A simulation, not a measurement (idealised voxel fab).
The following is a process module called voxel capacitor over wiring.
Each square cell in cross-section cut measures 5 nm, and the section as a whole is 230 nm wide.
Cross-sections here: square-cell grids, written as top-down lists of bands, a band being one or more rows of cells. Band: top height; bottom height; in nm. Then, left to right: material with width in nm, for each material. "everywhere": a single material spanning edge to edge. "empty": empty space. A quick word on heights: they are counted from 0, and under that level the wafer as it came to us is one material throughout. The lowest band is different from the rest in having no bottom; it simply continues downward, written as in "z 0 and below". Width spec "30..40" -> top row of cells at first value, bottom row at second value, equal per-row change in between. Basically "left unchanged" means that step didn't change any cell in the cross-section. You'll see "Sealed void listing" listing empty spaces that have no way open to the top, as long as they're 8 cells or more; the notation is width x height at distance, where the distance is from the left edge, and all of it is in nm. That trailing text on a step's line, after the settings, is the simulator's own remark on the step. Regarding "overlay nm": on a step with a mask, it is the distance the mask lay to the right of its planned place; a negative value places it to the left. Quick note on how to read the rest: it's all pairs. You get the cross-section before a process step and the one after, but the after one only goes down as far as the lowest band that changed. The step in between, with its settings, sits under the pair. Heads up, the pairs can come from different runs of this module on the same starting wafer, so don't assume a pair picks up from the one above unless its "Geometry before processing" entry says it does.
Geometry before processing:
  z 90 to 80 | Ru everywhere
  z 80 to 75 | TiN (85), then Ru (5), then TiN (140)
  z 75 to 70 | SiO2 (80), then TiN (5), then Ru (5), then TiN (5), then SiO2 (135)
  z 70 to 60 | SiO2 (80..70), then TiN (15..65), then SiO2 (135..95)
  z 60 to 55 | SiO2 (70), then Al2O3 (65), then SiO2 (95)
  z 55 to 50 | SiO2 (65), then TiN (75), then SiO2 (90)
  z 50 to 45 | SiCN (70), then TiN (15), then SiCN (145)
  z 45 to 30 | SiO2 everywhere
  z 30 to 15 | lowk (65), then TiN (5), then W (10), then TiN (5), then lowk (60), then TiN (5), then W (10), then TiN (5), then lowk (65)
  z 15 to 10 | SiN (65), then TiN (20), then SiN (60), then TiN (20), then SiN (65)
  z 10 to 0 | SiO2 everywhere
  z 0 and below | Si everywhere
  Sealed void listing: none
Post-Step Appearance:
  z 75 to 70 | SiO2 (80), then TiN (5), then Ru (5), then TiN (5), then SiO2 (135)
  Below a height of 70, the structure has not been altered.
  Sealed void listing: none
Process step bridging the above cross-sections: CMP with height nm 75
Geometry before processing: The prior state of this step coincides with the post-step cross-section of the pair just above.
Post-Step Appearance:
  z 80 to 75 | SiN everywhere
  Below a height of 75, the structure has not been altered.
  Sealed void listing: none
Process step bridging the above cross-sections: CONFORMAL_DEP with material SiN, thk nm 5
Geometry before processing:
  z 60 to 55 | Al2O3 everywhere
  z 55 to 50 | TiN everywhere
  z 50 to 35 | SiO2 (70), then TiN (5), then Ru (5), then TiN (5), then SiO2 (145)
  z 35 to 30 | SiCN (70), then TiN (15), then SiCN (145)
  z 30 to 15 | lowk (65), then TiN (5), then W (10), then TiN (5), then lowk (60), then TiN (5), then W (10), then TiN (5), then lowk (65)
  z 15 to 10 | SiN (65), then TiN (20), then SiN (60), then TiN (20), then SiN (65)
  z 10 to 0 | SiO2 everywhere
  z 0 and below | Si everywhere
  Sealed void listing: none
Post-Step Appearance:
  z 75 to 60 | TiN everywhere
  Below a height of 60, the structure has not been altered.
  Sealed void listing: none
Process step bridging the above cross-sections: DIRECTIONAL_DEP with material TiN, thk nm 15
Geometry before processing: The prior state of this step coincides with the post-step cross-section of the pair just above.
Post-Step Appearance:
  z 75 to 70 | empty (70), then TiN (65), then empty (95)
  Below a height of 70, the structure has not been altered.
  Sealed void listing: none
Process step bridging the above cross-sections: MASKED_ETCH with tone cover, mask id UPPER_PLATE, width nm 65, etch materials TiN, depth nm 5, overlay nm 0
Geometry before processing: The prior state of this step coincides with the post-step cross-section of the pair just above.
Post-Step Appearance:
  z 95 to 75 | empty (65), then resist (75), then empty (90)
  z 75 to 70 | empty (65), then resist (5), then TiN (65), then resist (5), then empty (90)
  Below a height of 70, the structure has not been altered.
  Sealed void listing: none
Process step bridging the above cross-sections: PATTERN with tone cover, mask id LOWER_PLATE, material resist, width nm 75, thk nm 20, overlay nm 0
Geometry before processing: The prior state of this step coincides with the post-step cross-section of the pair just above.
Post-Step Appearance:
  z 95 to 75 | empty (65), then resist (75), then empty (90)
  z 75 to 70 | empty (65), then resist (5), then TiN (65), then resist (5), then empty (90)
  z 70 to 65 | empty (65), then TiN (75), then empty (90)
  Below a height of 65, the structure has not been altered.
  Sealed void listing: none
Process step bridging the above cross-sections: DIRECTIONAL_ETCH with etch materials TiN, depth nm 5
Geometry before processing: The prior state of this step coincides with the post-step cross-section of the pair just above.
Post-Step Appearance:
  z 75 to 65 | empty (70..65), then TiN (65..75), then empty (95..90)
  Below a height of 65, the structure has not been altered.
  Sealed void listing: none
Process step bridging the above cross-sections: STRIP with etch materials resist
Geometry before processing: The prior state of this step coincides with the post-step cross-section of the pair just above.
Post-Step Appearance:
  z 90 to 75 | SiO2 everywhere
  z 75 to 65 | SiO2 (70..65), then TiN (65..75), then SiO2 (95..90)
  Below a height of 65, the structure has not been altered.
  Sealed void listing: none
Process step bridging the above cross-sections: FILL_DEP with material SiO2, thk nm 15
Geometry before processing: The prior state of this step coincides with the post-step cross-section of the pair just above.
Post-Step Appearance:
  z 75 to 65 | SiO2 (70..65), then TiN (65..75), then SiO2 (95..90)
  Below a height of 65, the structure has not been altered.
  Sealed void listing: none
Process step bridging the above cross-sections: CMP with height nm 75
Geometry before processing: The prior state of this step coincides with the post-step cross-section of the pair just above.
Post-Step Appearance:
  z 80 to 75 | TiN everywhere
  Below a height of 75, the structure has not been altered.
  Sealed void listing: none
Process step bridging the above cross-sections: CONFORMAL_DEP with material TiN, thk nm 5
Geometry before processing: The prior state of this step coincides with the post-step cross-section of the pair just above.
Post-Step Appearance:
  z 90 to 80 | Ru everywhere
  Below a height of 80, the structure has not been altered.
  Sealed void listing: none
Process step bridging the above cross-sections: FILL_DEP with material Ru, thk nm 10
Geometry before processing: The prior state of this step coincides with the post-step cross-section of the pair just above.
Post-Step Appearance:
  z 75 to 65 | SiO2 (70..65), then TiN (65..75), then SiO2 (95..90)
  Below a height of 65, the structure has not been altered.
  Sealed void listing: none
Process step bridging the above cross-sections: CMP with height nm 75
Geometry before processing: The prior state of this step coincides with the post-step cross-section of the pair just above.
Post-Step Appearance:
  z 80 to 75 | SiN everywhere
  Below a height of 75, the structure has not been altered.
  Sealed void listing: none
Process step bridging the above cross-sections: CONFORMAL_DEP with material SiN, thk nm 5
Geometry before processing:
  z 30 to 15 | lowk everywhere
  z 15 to 10 | SiN everywhere
  z 10 to 0 | SiO2 everywhere
  z 0 and below | Si everywhere
  Sealed void listing: none
Post-Step Appearance:
  z 50 to 30 | resist (65), then empty (25), then resist (55), then empty (25), then resist (60)
  Below a height of 30, the structure has not been altered.
  Sealed void listing: none
Process step bridging the above cross-sections: PATTERN with tone open, mask id METAL_1, material resist, width nm 25, pitch nm 80, thk nm 20, overlay nm 0
Geometry before processing: The prior state of this step coincides with the post-step cross-section of the pair just above.
Post-Step Appearance:
  z 50 to 30 | resist (65), then empty (25), then resist (55), then empty (25), then resist (60)
  z 30 to 15 | lowk (65), then empty (25), then lowk (55), then empty (25), then lowk (60)
  Below a height of 15, the structure has not been altered.
  Sealed void listing: none
Process step bridging the above cross-sections: DIRECTIONAL_ETCH with etch materials lowk, depth nm 15
Geometry before processing: The prior state of this step coincides with the post-step cross-section of the pair just above.
Post-Step Appearance:
  z 50 to 30 | resist (65), then empty (25), then resist (55), then empty (25), then resist (60)
  z 30 to 15 | lowk (65), then empty (25), then lowk (55), then empty (25), then lowk (60)
  z 15 to 10 | SiN (65), then empty (25), then SiN (55), then empty (25), then SiN (60)
  Below a height of 10, the structure has not been altered.
  Sealed void listing: none
Process step bridging the above cross-sections: DIRECTIONAL_ETCH with etch materials SiN, depth nm 5
Geometry before processing: The prior state of this step coincides with the post-step cross-section of the pair just above.
Post-Step Appearance:
  z 30 to 15 | lowk (65), then empty (25), then lowk (55), then empty (25), then lowk (60)
  Below a height of 15, the structure has not been altered.
  Sealed void listing: none
Process step bridging the above cross-sections: STRIP with etch materials resist
Geometry before processing: The prior state of this step coincides with the post-step cross-section of the pair just above.
Post-Step Appearance:
  z 35 to 30 | TiN (70), then empty (15), then TiN (65), then empty (15), then TiN (65)
  z 30 to 15 | lowk (65), then TiN (5), then empty (15), then TiN (5), then lowk (55), then TiN (5), then empty (15), then TiN (5), then lowk (60)
  z 15 to 10 | SiN (65), then TiN (25), then SiN (55), then TiN (25), then SiN (60)
  Below a height of 10, the structure has not been altered.
  Sealed void listing: none
Process step bridging the above cross-sections: CONFORMAL_DEP with material TiN, thk nm 5
Geometry before processing: The prior state of this step coincides with the post-step cross-section of the pair just above.
Post-Step Appearance:
  z 45 to 35 | W everywhere
  z 35 to 30 | TiN (70), then W (15), then TiN (65), then W (15), then TiN (65)
  z 30 to 15 | lowk (65), then TiN (5), then W (15), then TiN (5), then lowk (55), then TiN (5), then W (15), then TiN (5), then lowk (60)
  Below a height of 15, the structure has not been altered.
  Sealed void listing: none
Process step bridging the above cross-sections: FILL_DEP with material W, thk nm 10
Geometry before processing: The prior state of this step coincides with the post-step cross-section of the pair just above.
Post-Step Appearance:
  z 30 to 15 | lowk (65), then TiN (5), then W (15), then TiN (5), then lowk (55), then TiN (5), then W (15), then TiN (5), then lowk (60)
  Below a height of 15, the structure has not been altered.
  Sealed void listing: none
Process step bridging the above cross-sections: CMP with height nm 30
Geometry before processing: The prior state of this step coincides with the post-step cross-section of the pair just above.
Post-Step Appearance:
  z 35 to 30 | SiCN everywhere
  Below a height of 30, the structure has not been altered.
  Sealed void listing: none
Process step bridging the above cross-sections: CONFORMAL_DEP with material SiCN, thk nm 5
Geometry before processing: The prior state of this step coincides with the post-step cross-section of the pair just above.
Post-Step Appearance:
  z 50 to 35 | SiO2 everywhere
  Below a height of 35, the structure has not been altered.
  Sealed void listing: none
Process step bridging the above cross-sections: DIRECTIONAL_DEP with material SiO2, thk nm 15
Geometry before processing: The prior state of this step coincides with the post-step cross-section of the pair just above.
Post-Step Appearance:
  z 50 to 35 | SiO2 (70), then empty (15), then SiO2 (145)
  Below a height of 35, the structure has not been altered.
  Sealed void listing: none
Process step bridging the above cross-sections: MASKED_ETCH with tone open, mask id PLUG_1, width nm 15, etch materials SiO2, depth nm 15, overlay nm 0
Geometry before processing: The prior state of this step coincides with the post-step cross-section of the pair just above.
Post-Step Appearance:
  z 50 to 35 | SiO2 (70), then empty (15), then SiO2 (145)
  z 35 to 30 | SiCN (70), then empty (15), then SiCN (145)
  Below a height of 30, the structure has not been altered.
  Sealed void listing: none
Process step bridging the above cross-sections: MASKED_ETCH with tone open, mask id PLUG_1, width nm 15, etch materials SiCN, depth nm 5, overlay nm 0
Geometry before processing: The prior state of this step coincides with the post-step cross-section of the pair just above.
Post-Step Appearance:
  z 55 to 50 | TiN (75), then empty (5), then TiN (150)
  z 50 to 35 | SiO2 (70), then TiN (5), then empty (5), then TiN (5), then SiO2 (145)
  z 35 to 30 | SiCN (70), then TiN (15), then SiCN (145)
  Below a height of 30, the structure has not been altered.
  Sealed void listing: none
Process step bridging the above cross-sections: CONFORMAL_DEP with material TiN, thk nm 5
Geometry before processing: The prior state of this step coincides with the post-step cross-section of the pair just above.
Post-Step Appearance:
  z 65 to 55 | Ru everywhere
  z 55 to 50 | TiN (75), then Ru (5), then TiN (150)
  z 50 to 35 | SiO2 (70), then TiN (5), then Ru (5), then TiN (5), then SiO2 (145)
  Below a height of 35, the structure has not been altered.
  Sealed void listing: none
Process step bridging the above cross-sections: FILL_DEP with material Ru, thk nm 10
Geometry before processing: The prior state of this step coincides with the post-step cross-section of the pair just above.
Post-Step Appearance:
  z 50 to 35 | SiO2 (70), then TiN (5), then Ru (5), then TiN (5), then SiO2 (145)
  Below a height of 35, the structure has not been altered.
  Sealed void listing: none
Process step bridging the above cross-sections: CMP with height nm 50
Geometry before processing: The prior state of this step coincides with the post-step cross-section of the pair just above.
Post-Step Appearance:
  z 55 to 50 | TiN everywhere
  Below a height of 50, the structure has not been altered.
  Sealed void listing: none
Process step bridging the above cross-sections: DIRECTIONAL_DEP with material TiN, thk nm 5
Geometry before processing: The prior state of this step coincides with the post-step cross-section of the pair just above.
Post-Step Appearance:
  z 60 to 55 | Al2O3 everywhere
  Below a height of 55, the structure has not been altered.
  Sealed void listing: none
Process step bridging the above cross-sections: DIRECTIONAL_DEP with material Al2O3, thk nm 5
Geometry before processing: The prior state of this step coincides with the post-step cross-section of the pair just above.
Post-Step Appearance:
  z 65 to 60 | TiN everywhere
  Below a height of 60, the structure has not been altered.
  Sealed void listing: none
Process step bridging the above cross-sections: DIRECTIONAL_DEP with material TiN, thk nm 5
Geometry before processing: The prior state of this step coincides with the post-step cross-section of the pair just above.
Post-Step Appearance:
  z 65 to 60 | empty (70), then TiN (65), then empty (95)
  Below a height of 60, the structure has not been altered.
  Sealed void listing: none
Process step bridging the above cross-sections: MASKED_ETCH with tone cover, mask id UPPER_PLATE, width nm 65, etch materials TiN, depth nm 5, overlay nm 0
Geometry before processing: The prior state of this step coincides with the post-step cross-section of the pair just above.
Post-Step Appearance:
  z 65 to 60 | empty (70), then TiN (65), then empty (95)
  z 60 to 55 | empty (70), then Al2O3 (65), then empty (95)
  Below a height of 55, the structure has not been altered.
  Sealed void listing: none
Process step bridging the above cross-sections: MASKED_ETCH with tone cover, mask id UPPER_PLATE, width nm 65, etch materials Al2O3, depth nm 5, overlay nm 0
Geometry before processing: The prior state of this step coincides with the post-step cross-section of the pair just above.
Post-Step Appearance:
  z 85 to 65 | empty (65), then resist (75), then empty (90)
  z 65 to 60 | empty (65), then resist (5), then TiN (65), then resist (5), then empty (90)
  z 60 to 55 | empty (65), then resist (5), then Al2O3 (65), then resist (5), then empty (90)
  Below a height of 55, the structure has not been altered.
  Sealed void listing: none
Process step bridging the above cross-sections: PATTERN with tone cover, mask id LOWER_PLATE, material resist, width nm 75, thk nm 20, overlay nm 0
Geometry before processing: The prior state of this step coincides with the post-step cross-section of the pair just above.
Post-Step Appearance:
  z 85 to 65 | empty (65), then resist (75), then empty (90)
  z 65 to 60 | empty (65), then resist (5), then TiN (65), then resist (5), then empty (90)
  z 60 to 55 | empty (65), then resist (5), then Al2O3 (65), then resist (5), then empty (90)
  z 55 to 50 | empty (65), then TiN (75), then empty (90)
  Below a height of 50, the structure has not been altered.
  Sealed void listing: none
Process step bridging the above cross-sections: DIRECTIONAL_ETCH with etch materials TiN, depth nm 5
Geometry before processing: The prior state of this step coincides with the post-step cross-section of the pair just above.
Post-Step Appearance:
  z 65 to 60 | empty (70), then TiN (65), then empty (95)
  z 60 to 55 | empty (70), then Al2O3 (65), then empty (95)
  Below a height of 55, the structure has not been altered.
  Sealed void listing: none
Process step bridging the above cross-sections: STRIP with etch materials resist
Geometry before processing: The prior state of this step coincides with the post-step cross-section of the pair just above.
Post-Step Appearance:
  z 80 to 65 | SiO2 everywhere
  z 65 to 60 | SiO2 (70), then TiN (65), then SiO2 (95)
  z 60 to 55 | SiO2 (70), then Al2O3 (65), then SiO2 (95)
  z 55 to 50 | SiO2 (65), then TiN (75), then SiO2 (90)
  Below a height of 50, the structure has not been altered.
  Sealed void listing: none
Process step bridging the above cross-sections: FILL_DEP with material SiO2, thk nm 15
Geometry before processing: The prior state of this step coincides with the post-step cross-section of the pair just above.
Post-Step Appearance:
  z 75 to 65 | SiO2 everywhere
  Below a height of 65, the structure has not been altered.
  Sealed void listing: none
Process step bridging the above cross-sections: CMP with height nm 75
Geometry before processing: The prior state of this step coincides with the post-step cross-section of the pair just above.
Post-Step Appearance:
  z 75 to 65 | SiO2 (80), then empty (15), then SiO2 (135)
  Below a height of 65, the structure has not been altered.
  Sealed void listing: none
Process step bridging the above cross-sections: MASKED_ETCH with tone open, mask id PLUG_2, width nm 15, etch materials SiO2, depth nm 10, overlay nm 0
Geometry before processing: The prior state of this step coincides with the post-step cross-section of the pair just above.
Post-Step Appearance:
  z 80 to 75 | TiN (85), then empty (5), then TiN (140)
  z 75 to 70 | SiO2 (80), then TiN (5), then empty (5), then TiN (5), then SiO2 (135)
  z 70 to 60 | SiO2 (80..70), then TiN (15..65), then SiO2 (135..95)
  Below a height of 60, the structure has not been altered.
  Sealed void listing: none
Process step bridging the above cross-sections: CONFORMAL_DEP with material TiN, thk nm 5
Geometry before processing: The prior state of this step coincides with the post-step cross-section of the pair just above.
Post-Step Appearance:
  z 90 to 80 | Ru everywhere
  z 80 to 75 | TiN (85), then Ru (5), then TiN (140)
  z 75 to 70 | SiO2 (80), then TiN (5), then Ru (5), then TiN (5), then SiO2 (135)
  Below a height of 70, the structure has not been altered.
  Sealed void listing: none
Process step bridging the above cross-sections: FILL_DEP with material Ru, thk nm 10
Geometry before processing: The prior state of this step coincides with the post-step cross-section of the pair just above.
Post-Step Appearance:
  z 75 to 70 | SiO2 (80), then TiN (5), then Ru (5), then TiN (5), then SiO2 (135)
  Below a height of 70, the structure has not been altered.
  Sealed void listing: none
Process step bridging the above cross-sections: CMP with height nm 75
Geometry before processing: The prior state of this step coincides with the post-step cross-section of the pair just above.
Post-Step Appearance:
  z 80 to 75 | SiN everywhere
  Below a height of 75, the structure has not been altered.
  Sealed void listing: none
Process step bridging the above cross-sections: CONFORMAL_DEP with material SiN, thk nm 5
Geometry before processing:
  z 50 to 35 | SiO2 (70), then empty (15), then SiO2 (145)
  z 35 to 30 | SiCN everywhere
  z 30 to 15 | lowk (65), then TiN (5), then W (10), then TiN (5), then lowk (60), then TiN (5), then W (10), then TiN (5), then lowk (65)
  z 15 to 10 | SiN (65), then TiN (20), then SiN (60), then TiN (20), then SiN (65)
  z 10 to 0 | SiO2 everywhere
  z 0 and below | Si everywhere
  Sealed void listing: none
Post-Step Appearance:
  z 50 to 35 | SiO2 (70), then empty (15), then SiO2 (145)
  z 35 to 30 | SiCN (70), then empty (5), then SiCN (155)
  Below a height of 30, the structure has not been altered.
  Sealed void listing: none
Process step bridging the above cross-sections: MASKED_ETCH with tone open, mask id PLUG_1, width nm 15, etch materials SiCN, depth nm 5, overlay nm -10
Geometry before processing: The prior state of this step coincides with the post-step cross-section of the pair just above.
Post-Step Appearance:
  z 55 to 50 | TiN (75), then empty (5), then TiN (150)
  z 50 to 40 | SiO2 (70), then TiN (5), then empty (5), then TiN (5), then SiO2 (145)
  z 40 to 35 | SiO2 (70), then TiN (15), then SiO2 (145)
  z 35 to 30 | SiCN (70), then TiN (5), then SiCN (155)
  Below a height of 30, the structure has not been altered.
  Sealed void listing: none
Process step bridging the above cross-sections: CONFORMAL_DEP with material TiN, thk nm 5
Geometry before processing: The prior state of this step coincides with the post-step cross-section of the pair just above.
Post-Step Appearance:
  z 65 to 55 | Ru everywhere
  z 55 to 50 | TiN (75), then Ru (5), then TiN (150)
  z 50 to 40 | SiO2 (70), then TiN (5), then Ru (5), then TiN (5), then SiO2 (145)
  Below a height of 40, the structure has not been altered.
  Sealed void listing: none
Process step bridging the above cross-sections: FILL_DEP with material Ru, thk nm 10
Geometry before processing: The prior state of this step coincides with the post-step cross-section of the pair just above.
Post-Step Appearance:
  z 50 to 40 | SiO2 (70), then TiN (5), then Ru (5), then TiN (5), then SiO2 (145)
  Below a height of 40, the structure has not been altered.
  Sealed void listing: none
Process step bridging the above cross-sections: CMP with height nm 50
Geometry before processing: The prior state of this step coincides with the post-step cross-section of the pair just above.
Post-Step Appearance:
  z 55 to 50 | TiN everywhere
  Below a height of 50, the structure has not been altered.
  Sealed void listing: none
Process step bridging the above cross-sections: DIRECTIONAL_DEP with material TiN, thk nm 5
Geometry before processing: The prior state of this step coincides with the post-step cross-section of the pair just above.
Post-Step Appearance:
  z 60 to 55 | Al2O3 everywhere
  Below a height of 55, the structure has not been altered.
  Sealed void listing: none
Process step bridging the above cross-sections: DIRECTIONAL_DEP with material Al2O3, thk nm 5
Geometry before processing: The prior state of this step coincides with the post-step cross-section of the pair just above.
Post-Step Appearance:
  z 65 to 60 | TiN everywhere
  Below a height of 60, the structure has not been altered.
  Sealed void listing: none
Process step bridging the above cross-sections: DIRECTIONAL_DEP with material TiN, thk nm 5
Geometry before processing: The prior state of this step coincides with the post-step cross-section of the pair just above.
Post-Step Appearance:
  z 65 to 60 | empty (70), then TiN (65), then empty (95)
  Below a height of 60, the structure has not been altered.
  Sealed void listing: none
Process step bridging the above cross-sections: MASKED_ETCH with tone cover, mask id UPPER_PLATE, width nm 65, etch materials TiN, depth nm 5, overlay nm 0
Geometry before processing: The prior state of this step coincides with the post-step cross-section of the pair just above.
Post-Step Appearance:
  z 65 to 60 | empty (70), then TiN (65), then empty (95)
  z 60 to 55 | empty (70), then Al2O3 (65), then empty (95)
  Below a height of 55, the structure has not been altered.
  Sealed void listing: none
Process step bridging the above cross-sections: MASKED_ETCH with tone cover, mask id UPPER_PLATE, width nm 65, etch materials Al2O3, depth nm 5, overlay nm 0
Geometry before processing: The prior state of this step coincides with the post-step cross-section of the pair just above.
Post-Step Appearance:
  z 85 to 65 | empty (65), then resist (75), then empty (90)
  z 65 to 60 | empty (65), then resist (5), then TiN (65), then resist (5), then empty (90)
  z 60 to 55 | empty (65), then resist (5), then Al2O3 (65), then resist (5), then empty (90)
  Below a height of 55, the structure has not been altered.
  Sealed void listing: none
Process step bridging the above cross-sections: PATTERN with tone cover, mask id LOWER_PLATE, material resist, width nm 75, thk nm 20, overlay nm 0
Geometry before processing: The prior state of this step coincides with the post-step cross-section of the pair just above.
Post-Step Appearance:
  z 85 to 65 | empty (65), then resist (75), then empty (90)
  z 65 to 60 | empty (65), then resist (5), then TiN (65), then resist (5), then empty (90)
  z 60 to 55 | empty (65), then resist (5), then Al2O3 (65), then resist (5), then empty (90)
  z 55 to 50 | empty (65), then TiN (75), then empty (90)
  Below a height of 50, the structure has not been altered.
  Sealed void listing: none
Process step bridging the above cross-sections: DIRECTIONAL_ETCH with etch materials TiN, depth nm 5
Geometry before processing: The prior state of this step coincides with the post-step cross-section of the pair just above.
Post-Step Appearance:
  z 65 to 60 | empty (70), then TiN (65), then empty (95)
  z 60 to 55 | empty (70), then Al2O3 (65), then empty (95)
  Below a height of 55, the structure has not been altered.
  Sealed void listing: none
Process step bridging the above cross-sections: STRIP with etch materials resist
Geometry before processing: The prior state of this step coincides with the post-step cross-section of the pair just above.
Post-Step Appearance:
  z 80 to 65 | SiO2 everywhere
  z 65 to 60 | SiO2 (70), then TiN (65), then SiO2 (95)
  z 60 to 55 | SiO2 (70), then Al2O3 (65), then SiO2 (95)
  z 55 to 50 | SiO2 (65), then TiN (75), then SiO2 (90)
  Below a height of 50, the structure has not been altered.
  Sealed void listing: none
Process step bridging the above cross-sections: FILL_DEP with material SiO2, thk nm 15
Geometry before processing: The prior state of this step coincides with the post-step cross-section of the pair just above.
Post-Step Appearance:
  z 75 to 65 | SiO2 everywhere
  Below a height of 65, the structure has not been altered.
  Sealed void listing: none
Process step bridging the above cross-sections: CMP with height nm 75
Geometry before processing: The prior state of this step coincides with the post-step cross-section of the pair just above.
Post-Step Appearance:
  z 75 to 65 | SiO2 (80), then empty (15), then SiO2 (135)
  Below a height of 65, the structure has not been altered.
  Sealed void listing: none
Process step bridging the above cross-sections: MASKED_ETCH with tone open, mask id PLUG_2, width nm 15, etch materials SiO2, depth nm 10, overlay nm 0
Geometry before processing: The prior state of this step coincides with the post-step cross-section of the pair just above.
Post-Step Appearance:
  z 80 to 75 | TiN (85), then empty (5), then TiN (140)
  z 75 to 70 | SiO2 (80), then TiN (5), then empty (5), then TiN (5), then SiO2 (135)
  z 70 to 60 | SiO2 (80..70), then TiN (15..65), then SiO2 (135..95)
  Below a height of 60, the structure has not been altered.
  Sealed void listing: none
Process step bridging the above cross-sections: CONFORMAL_DEP with material TiN, thk nm 5
Geometry before processing: The prior state of this step coincides with the post-step cross-section of the pair just above.
Post-Step Appearance:
  z 90 to 80 | Ru everywhere
  z 80 to 75 | TiN (85), then Ru (5), then TiN (140)
  z 75 to 70 | SiO2 (80), then TiN (5), then Ru (5), then TiN (5), then SiO2 (135)
  Below a height of 70, the structure has not been altered.
  Sealed void listing: none
Process step bridging the above cross-sections: FILL_DEP with material Ru, thk nm 10
Geometry before processing: The prior state of this step coincides with the post-step cross-section of the pair just above.
Post-Step Appearance:
  z 75 to 70 | SiO2 (80), then TiN (5), then Ru (5), then TiN (5), then SiO2 (135)
  Below a height of 70, the structure has not been altered.
  Sealed void listing: none
Process step bridging the above cross-sections: CMP with height nm 75
Geometry before processing: The prior state of this step coincides with the post-step cross-section of the pair just above.
Post-Step Appearance:
  z 80 to 75 | SiN everywhere
  Below a height of 75, the structure has not been altered.
  Sealed void listing: none
Process step bridging the above cross-sections: CONFORMAL_DEP with material SiN, thk nm 5
Geometry before processing:
  z 15 to 10 | SiN everywhere
  z 10 to 0 | SiO2 everywhere
  z 0 and below | Si everywhere
  Sealed void listing: none
Post-Step Appearance:
  z 30 to 15 | Al2O3 everywhere
  Below a height of 15, the structure has not been altered.
  Sealed void listing: none
Process step bridging the above cross-sections: DIRECTIONAL_DEP with material Al2O3, thk nm 15
Geometry before processing: The prior state of this step coincides with the post-step cross-section of the pair just above.
Post-Step Appearance:
  z 50 to 30 | resist (65), then empty (20), then resist (60), then empty (20), then resist (65)
  Below a height of 30, the structure has not been altered.
  Sealed void listing: none
Process step bridging the above cross-sections: PATTERN with tone open, mask id METAL_1, material resist, width nm 20, pitch nm 80, thk nm 20, overlay nm 0
Geometry before processing: The prior state of this step coincides with the post-step cross-section of the pair just above.
Post-Step Appearance:
  z 30 to 15 | Al2O3 everywhere
  Below a height of 15, the structure has not been altered.
  Sealed void listing: none
Process step bridging the above cross-sections: STRIP with etch materials resist
Geometry before processing: The prior state of this step coincides with the post-step cross-section of the pair just above.
Post-Step Appearance:
  z 35 to 30 | TiN everywhere
  Below a height of 30, the structure has not been altered.
  Sealed void listing: none
Process step bridging the above cross-sections: CONFORMAL_DEP with material TiN, thk nm 5
Geometry before processing: The prior state of this step coincides with the post-step cross-section of the pair just above.
Post-Step Appearance:
  z 45 to 35 | W everywhere
  Below a height of 35, the structure has not been altered.
  Sealed void listing: none
Process step bridging the above cross-sections: FILL_DEP with material W, thk nm 10
Geometry before processing: The prior state of this step coincides with the post-step cross-section of the pair just above.
Post-Step Appearance:
  z 30 to 15 | Al2O3 everywhere
  Below a height of 15, the structure has not been altered.
  Sealed void listing: none
Process step bridging the above cross-sections: CMP with height nm 30
Geometry before processing: The prior state of this step coincides with the post-step cross-section of the pair just above.
Post-Step Appearance:
  z 35 to 30 | SiCN everywhere
  Below a height of 30, the structure has not been altered.
  Sealed void listing: none
Process step bridging the above cross-sections: CONFORMAL_DEP with material SiCN, thk nm 5
Geometry before processing: The prior state of this step coincides with the post-step cross-section of the pair just above.
Post-Step Appearance:
  z 50 to 35 | SiO2 everywhere
  Below a height of 35, the structure has not been altered.
  Sealed void listing: none
Process step bridging the above cross-sections: DIRECTIONAL_DEP with material SiO2, thk nm 15
Geometry before processing: The prior state of this step coincides with the post-step cross-section of the pair just above.
Post-Step Appearance:
  z 50 to 35 | SiO2 (70), then empty (15), then SiO2 (145)
  Below a height of 35, the structure has not been altered.
  Sealed void listing: none
Process step bridging the above cross-sections: MASKED_ETCH with tone open, mask id PLUG_1, width nm 15, etch materials SiO2, depth nm 15, overlay nm 0
Geometry before processing: The prior state of this step coincides with the post-step cross-section of the pair just above.
Post-Step Appearance:
  z 50 to 35 | SiO2 (70), then empty (15), then SiO2 (145)
  z 35 to 30 | SiCN (70), then empty (15), then SiCN (145)
  Below a height of 30, the structure has not been altered.
  Sealed void listing: none
Process step bridging the above cross-sections: MASKED_ETCH with tone open, mask id PLUG_1, width nm 15, etch materials SiCN, depth nm 5, overlay nm 0
Geometry before processing: The prior state of this step coincides with the post-step cross-section of the pair just above.
Post-Step Appearance:
  z 55 to 50 | TiN (75), then empty (5), then TiN (150)
  z 50 to 35 | SiO2 (70), then TiN (5), then empty (5), then TiN (5), then SiO2 (145)
  z 35 to 30 | SiCN (70), then TiN (15), then SiCN (145)
  Below a height of 30, the structure has not been altered.
  Sealed void listing: none
Process step bridging the above cross-sections: CONFORMAL_DEP with material TiN, thk nm 5
Geometry before processing: The prior state of this step coincides with the post-step cross-section of the pair just above.
Post-Step Appearance:
  z 65 to 55 | Ru everywhere
  z 55 to 50 | TiN (75), then Ru (5), then TiN (150)
  z 50 to 35 | SiO2 (70), then TiN (5), then Ru (5), then TiN (5), then SiO2 (145)
  Below a height of 35, the structure has not been altered.
  Sealed void listing: none
Process step bridging the above cross-sections: FILL_DEP with material Ru, thk nm 10
Geometry before processing: The prior state of this step coincides with the post-step cross-section of the pair just above.
Post-Step Appearance:
  z 50 to 35 | SiO2 (70), then TiN (5), then Ru (5), then TiN (5), then SiO2 (145)
  Below a height of 35, the structure has not been altered.
  Sealed void listing: none
Process step bridging the above cross-sections: CMP with height nm 50
Geometry before processing: The prior state of this step coincides with the post-step cross-section of the pair just above.
Post-Step Appearance:
  z 55 to 50 | TiN everywhere
  Below a height of 50, the structure has not been altered.
  Sealed void listing: none
Process step bridging the above cross-sections: DIRECTIONAL_DEP with material TiN, thk nm 5
Geometry before processing: The prior state of this step coincides with the post-step cross-section of the pair just above.
Post-Step Appearance:
  z 60 to 55 | Al2O3 everywhere
  Below a height of 55, the structure has not been altered.
  Sealed void listing: none
Process step bridging the above cross-sections: DIRECTIONAL_DEP with material Al2O3, thk nm 5
Geometry before processing: The prior state of this step coincides with the post-step cross-section of the pair just above.
Post-Step Appearance:
  z 65 to 60 | TiN everywhere
  Below a height of 60, the structure has not been altered.
  Sealed void listing: none
Process step bridging the above cross-sections: DIRECTIONAL_DEP with material TiN, thk nm 5
Geometry before processing: The prior state of this step coincides with the post-step cross-section of the pair just above.
Post-Step Appearance:
  z 65 to 60 | empty (70), then TiN (65), then empty (95)
  Below a height of 60, the structure has not been altered.
  Sealed void listing: none
Process step bridging the above cross-sections: MASKED_ETCH with tone cover, mask id UPPER_PLATE, width nm 65, etch materials TiN, depth nm 5, overlay nm 0
